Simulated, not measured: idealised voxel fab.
The following is a process module called voxel spacer lines.
Cross-sectional view cut (width: 190 nm; square cell size: 5 nm).
How to read a cross-section here: the picture is a grid of square cells, written as bands going from the top down, and any band can span one or more rows of cells. Top height, bottom height, nm. Materials left to right, width each, nm. Single material + "everywhere" = fills band edge to edge. "blank" = empty. Height 0 is the level under which the wafer as received is all one material. The lowest band goes on downwards, as in "0 nm and below". The width entry "30->40" should be interpreted row by row: the top row of cells in the band takes the first number, the bottom row takes the second number, and the change between adjacent rows is uniform throughout. What does "nothing got changed" mean for a step? It means no cell of the cross-section changed in that step. The label "Completely enclosed voids" introduces a list of the empty spaces, 8 cells or larger, that have no open way up to the top; each entry in it reads width x height at distance, where the distance is taken from the left edge and all three are stated in nm. after a step's settings: what the simulator itself notes on the step. "overlay nm" on a masked step: distance the mask lay right of its planned place, negative for left.
# The process steps that were planned are listed below
step 1: RECEIVE [material Si]
step 2: CONFORMAL_DEP [material Al2O3] [thk nm 5]
step 3: DIRECTIONAL_DEP [material TiN] [thk nm 15]
step 4: DIRECTIONAL_DEP [material aC] [thk nm 20]
step 5: PATTERN [tone cover] [mask id MANDREL] [material resist] [width nm 15] [pitch nm 50] [thk nm 30] [overlay nm 0]
step 6: DIRECTIONAL_ETCH [etch materials aC] [depth nm 20]
step 7: STRIP [etch materials resist]
step 8: CONFORMAL_DEP [material SiN] [thk nm 10]
step 9: DIRECTIONAL_ETCH [etch materials SiN] [depth nm 10]
step 10: STRIP [etch materials aC]
step 11: DIRECTIONAL_ETCH [etch materials TiN] [depth nm 15]
step 12: STRIP [etch materials SiN]
# Run as planned: first of two wafers
# Cross-section of the wafer at receipt, which is the condition after step 1
0 nm and below: Si everywhere
Completely enclosed voids: none
# after step 2
5 nm to 0 nm: Al2O3 everywhere
below 0: unchanged
# after step 3
20 nm to 5 nm: TiN everywhere
below 5: unchanged
# after step 4
40 nm to 20 nm: aC everywhere
below 20: unchanged
# after step 5
70 nm to 40 nm: blank: 60, resist: 15, blank: 35, resist: 15, blank: 65
below 40: unchanged
# after step 6
50 nm to 40 nm: blank: 60, resist: 15, blank: 35, resist: 15, blank: 65
40 nm to 20 nm: blank: 60, aC: 15, blank: 35, aC: 15, blank: 65
below 20: unchanged
# after step 7
40 nm to 20 nm: blank: 60, aC: 15, blank: 35, aC: 15, blank: 65
below 20: unchanged
# after step 8
50 nm to 40 nm: blank: 50, SiN: 35, blank: 15, SiN: 35, blank: 55
40 nm to 30 nm: blank: 50, SiN: 10, aC: 15, SiN: 10, blank: 15, SiN: 10, aC: 15, SiN: 10, blank: 55
30 nm to 20 nm: SiN: 60, aC: 15, SiN: 35, aC: 15, SiN: 65
below 20: unchanged
# after step 9
40 nm to 20 nm: blank: 50, SiN: 10, aC: 15, SiN: 10, blank: 15, SiN: 10, aC: 15, SiN: 10, blank: 55
below 20: unchanged
# after step 10
40 nm to 20 nm: blank: 50, SiN: 10, blank: 15, SiN: 10, blank: 15, SiN: 10, blank: 15, SiN: 10, blank: 55
below 20: unchanged
# after step 11
40 nm to 20 nm: blank: 50, SiN: 10, blank: 15, SiN: 10, blank: 15, SiN: 10, blank: 15, SiN: 10, blank: 55
20 nm to 5 nm: blank: 50, TiN: 10, blank: 15, TiN: 10, blank: 15, TiN: 10, blank: 15, TiN: 10, blank: 55
below 5: unchanged
# after step 12
20 nm to 5 nm: blank: 50, TiN: 10, blank: 15, TiN: 10, blank: 15, TiN: 10, blank: 15, TiN: 10, blank: 55
below 5: unchanged
# Second wafer, same starting conditions and recipe as the first, one mistake in executing it, nothing differs from the first up to and including step 9
# At the planned end of step 10, the second wafer in cross-section
40 nm to 20 nm: blank: 60, aC: 15, blank: 35, aC: 15, blank: 65
below 20: unchanged
# At the planned end of step 11, the second wafer in cross-section
40 nm to 20 nm: blank: 60, aC: 15, blank: 35, aC: 15, blank: 65
20 nm to 5 nm: blank: 60, TiN: 15, blank: 35, TiN: 15, blank: 65
below 5: unchanged
At the planned end of step 12, the second wafer in cross-section: nothing got changed
Run error: step 10 changed vs plan, executed as STRIP [etch materials SiN]
Heads up, by the end the second wafer has more or fewer cells of some materials compared to the first: -6 TiN; +24 aC
